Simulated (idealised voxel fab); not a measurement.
Process module heading - voxel double patterning
We display cut, a cross-section 265 nm in width whose square cells are each 5 nm.
Format of a cross-section: grid, square cells. Given as bands. Order: top down. Band: one or more rows of cells. Look at the band entry: it leads with the top's height and the bottom's height in nm. Then it lists the materials left to right, with a width in nm for each. The word "throughout" on a single material says that material fills the band edge to edge. The word "air" is empty space. Heights are reckoned from 0. Under this level, the received wafer is all of one material. The bottommost band is open-ended downward, for example "z 0 and below". Per-row width for "30->40": begins at first number (top row of band), ends at second number (bottom row), increment between rows held constant. "no modifications" after a step means that no cell of the cross-section changed. If an empty space has no open way to the top and is at least 8 cells in size, "Sealed voids" lists it, written width x height at distance, where distance is measured from the left edge and every value is in nm. If you see something after the settings on a step's line, that's the simulator's own remark about that step. When a step includes a mask, the "overlay nm" setting on its line states how far to the right of its planned place that mask lay, and negative values state how far to the left.
# Here's what the planned process steps look like
| 1 | RECEIVE, material Si |
| 2 | CONFORMAL_DEP, material SiO2, thk nm 5 |
| 3 | DIRECTIONAL_DEP, material W, thk nm 15 |
| 4 | DIRECTIONAL_DEP, material SiCN, thk nm 10 |
| 5 | PATTERN, tone open, mask id FIRST, material resist, width nm 15, pitch nm 50, thk nm 20, overlay nm 0 |
| 6 | DIRECTIONAL_ETCH, etch materials SiCN, depth nm 10 |
| 7 | STRIP, etch materials resist |
| 8 | MASKED_ETCH, tone open, mask id SECOND, width nm 15, pitch nm 50, etch materials SiCN, depth nm 10, overlay nm 0 |
| 9 | DIRECTIONAL_ETCH, etch materials W, depth nm 15 |
| 10 | STRIP, etch materials SiCN |
# Cross-section of the wafer upon arrival, representing the state reached after step 1
* z 0 and below: Si throughout
* Sealed voids: none
# Starting structure and process plan are as shown above, but one mistake was made in running the module; the wafer cross-section at the end of the module follows
* z 20 to 5: 75 nm W; 15 nm air; 20 nm W; 30 nm air; 20 nm W; 30 nm air; 75 nm W
* z 5 to 0: SiO2 throughout
* z 0 and below: Si throughout
* Sealed voids: none
In executing the process, a mistake was made relative to the plan: not per plan at step 8, really ran MASKED_ETCH, tone open, mask id SECOND, width nm 15, pitch nm 50, etch materials SiCN, depth nm 10, overlay nm 10
